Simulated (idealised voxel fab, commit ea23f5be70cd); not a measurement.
Herein follows the process module entitled voxel released beams.
Section shown: cut. Width: 200 nm. Cell size: 5 nm, square.
Cross-section spec: square-cell grid; bands listed top down; each band is one or more rows. A band entry consists of two parts. The first gives the height of the band's top and the height of its bottom, in nm. The rest lists the band's materials from left to right, each with its width in nm. A single material labelled with the word "full width" fills the band from edge to edge, and the word "air" marks empty space. Ref level 0: as-received wafer is one material below here. Bottom band extends down with no lower bound ("from 0 down"). So if you see something like "30 to 40" for the width, read it as the top row of the band sitting at the first number and the bottom row at the second, with every row in between moving by the same amount as the last. A step reported as "remained unchanged" is a step in which no cell of the cross-section changed. Closed-off voids of 8+ cells (no open route to the top) go in "Enclosed void list", written width x height at distance from the left edge, in nm. Where a step's line continues beyond its settings, the continuation is a remark by the simulator itself on that step. "overlay nm", when on a step's line for a step with a mask, measures how far to the right of its planned place the mask lay; a negative measure means to the left.
List of planned process steps
- 1: RECEIVE (material Si)
- 2: CONFORMAL_DEP (material SiN; thk nm 5)
- 3: DIRECTIONAL_DEP (material SiO2; thk nm 20)
- 4: PATTERN (tone open; mask id ANCHOR; material resist; width nm 35; thk nm 20; overlay nm 0)
- 5: DIRECTIONAL_ETCH (etch materials SiO2; depth nm 20)
- 6: STRIP (etch materials resist)
- 7: CONFORMAL_DEP (material TiN; thk nm 15)
- 8: MASKED_ETCH (tone cover; mask id BEAM; width nm 120; etch materials TiN; depth nm 15; overlay nm 0)
- 9: STRIP (etch materials SiO2)
Run as planned: first of two wafers
Cross-section of the incoming wafer, state after step 1
	from 0 down = Si full width
	Enclosed void list: none
Cross-section of the wafer after step 2
	from 5 to 0 = SiN full width
	Lower than 0, everything is as it was.
Cross-section of the wafer after step 3
	from 25 to 5 = SiO2 full width
	Lower than 5, everything is as it was.
Cross-section of the wafer after step 4
	from 45 to 25 = resist 40; air 35; resist 125
	Lower than 25, everything is as it was.
Cross-section of the wafer after step 5
	from 45 to 25 = resist 40; air 35; resist 125
	from 25 to 5 = SiO2 40; air 35; SiO2 125
	Lower than 5, everything is as it was.
Cross-section of the wafer after step 6
	from 25 to 5 = SiO2 40; air 35; SiO2 125
	Lower than 5, everything is as it was.
Cross-section of the wafer after step 7
	from 40 to 25 = TiN 55; air 5; TiN 140
	from 25 to 20 = SiO2 40; TiN 15; air 5; TiN 15; SiO2 125
	from 20 to 5 = SiO2 40; TiN 35; SiO2 125
	Lower than 5, everything is as it was.
Cross-section of the wafer after step 8
	from 40 to 25 = air 35; TiN 20; air 5; TiN 95; air 45
	Lower than 25, everything is as it was.
Cross-section of the wafer after step 9
	from 40 to 25 = air 35; TiN 20; air 5; TiN 95; air 45
	from 25 to 20 = air 40; TiN 15; air 5; TiN 15; air 125
	from 20 to 5 = air 40; TiN 35; air 125
	Lower than 5, everything is as it was.
Wafer two of two - same starting point, same process plan, one mistake in execution; matches wafer one up to and including step 1
Cross-section: second wafer, time at which step 2 was scheduled to end
	from 5 to 0 = TiN full width
	Lower than 0, everything is as it was.
Cross-section: second wafer, time at which step 3 was scheduled to end
	from 25 to 5 = SiO2 full width
	Lower than 5, everything is as it was.
Cross-section: second wafer, time at which step 4 was scheduled to end
	from 45 to 25 = resist 40; air 35; resist 125
	Lower than 25, everything is as it was.
Cross-section: second wafer, time at which step 5 was scheduled to end
	from 45 to 25 = resist 40; air 35; resist 125
	from 25 to 5 = SiO2 40; air 35; SiO2 125
	Lower than 5, everything is as it was.
Cross-section: second wafer, time at which step 6 was scheduled to end
	from 25 to 5 = SiO2 40; air 35; SiO2 125
	Lower than 5, everything is as it was.
Cross-section: second wafer, time at which step 7 was scheduled to end
	from 40 to 25 = TiN 55; air 5; TiN 140
	from 25 to 20 = SiO2 40; TiN 15; air 5; TiN 15; SiO2 125
	from 20 to 5 = SiO2 40; TiN 35; SiO2 125
	Lower than 5, everything is as it was.
Cross-section: second wafer, time at which step 8 was scheduled to end
	from 40 to 25 = air 35; TiN 20; air 5; TiN 95; air 45
	Lower than 25, everything is as it was.
Cross-section: second wafer, time at which step 9 was scheduled to end
	from 40 to 25 = air 35; TiN 20; air 5; TiN 95; air 45
	from 25 to 20 = air 40; TiN 15; air 5; TiN 15; air 125
	from 20 to 5 = air 40; TiN 35; air 125
	Lower than 5, everything is as it was.
Processing error: in deviation from the planned setting, step 2 was conducted as CONFORMAL_DEP (material TiN; thk nm 5)
Materials where the second wafer ends with more or fewer cells than the first: -40 SiN, +40 TiN
